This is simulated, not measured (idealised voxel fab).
process module | voxel ribs on slabs
cross-section cut | 200 nm wide | cells 5 nm
A cross-section is a grid of square cells, given in bands from the top down. A band is one or more rows of cells.
Each band's line starts with the height of the band's top and of its bottom, in nm. Then come its materials from left to right, each with its width in nm. One material with "throughout" fills the band from edge to edge. "air" is empty space.
Height 0 is the level under which the wafer as received is all one material. The lowest band goes on downwards, as in "0 down".
A width such as "30 to 40" changes by the same amount from each row of cells to the next, from the band's top row to its bottom row.
"no change" after a step means that no cell of the cross-section changed.
closed voids: empty space of 8 cells or more with no open way to the top, each as width x height at its distance from the left edge, in nm
after a step's settings: what the simulator itself notes on the step
overlay nm, on a step with a mask: how far to the right of its planned place the mask lay; to the left if negative
plan
1 op RECEIVE | material Si
2 op DIRECTIONAL_DEP | material SiO2 | thk nm 25
3 op DIRECTIONAL_DEP | material polySi | thk nm 25
4 op PATTERN | tone cover | mask id RIB | material resist | width nm 15 | thk nm 15 | overlay nm 0
5 op DIRECTIONAL_ETCH | etch materials polySi | depth nm 15
6 op STRIP | etch materials resist
7 op PATTERN | tone cover | mask id SLAB | material resist | width nm 45 | thk nm 20 | overlay nm 0
8 op DIRECTIONAL_ETCH | etch materials polySi | depth nm 10
9 op STRIP | etch materials resist
10 op FILL_DEP | material SiO2 | thk nm 25
11 op CMP | height nm 70
12 op DIRECTIONAL_DEP | material W | thk nm 5
13 op DIRECTIONAL_DEP | material aC | thk nm 10
14 op PATTERN | tone cover | mask id HEATER | material resist | width nm 25 | thk nm 25 | overlay nm 0
15 op DIRECTIONAL_ETCH | etch materials aC | depth nm 10
16 op STRIP | etch materials resist
17 op DIRECTIONAL_ETCH | etch materials W | depth nm 5
18 op STRIP | etch materials aC
19 op CONFORMAL_DEP | material SiN | thk nm 5
as received, after step 1
  0 down: Si throughout
  closed voids: none
a wafer at the end: this start, this plan, one mistake
  90 to 75: SiN throughout
  75 to 70: W throughout
  70 to 50: SiO2 throughout
  50 to 35: SiO2 90 | polySi 15 | SiO2 95
  35 to 25: SiO2 75 | polySi 45 | SiO2 80
  25 to 0: SiO2 throughout
  0 down: Si throughout
  closed voids: none
what went wrong: step 13 ran as: op DIRECTIONAL_DEP | material SiN | thk nm 10
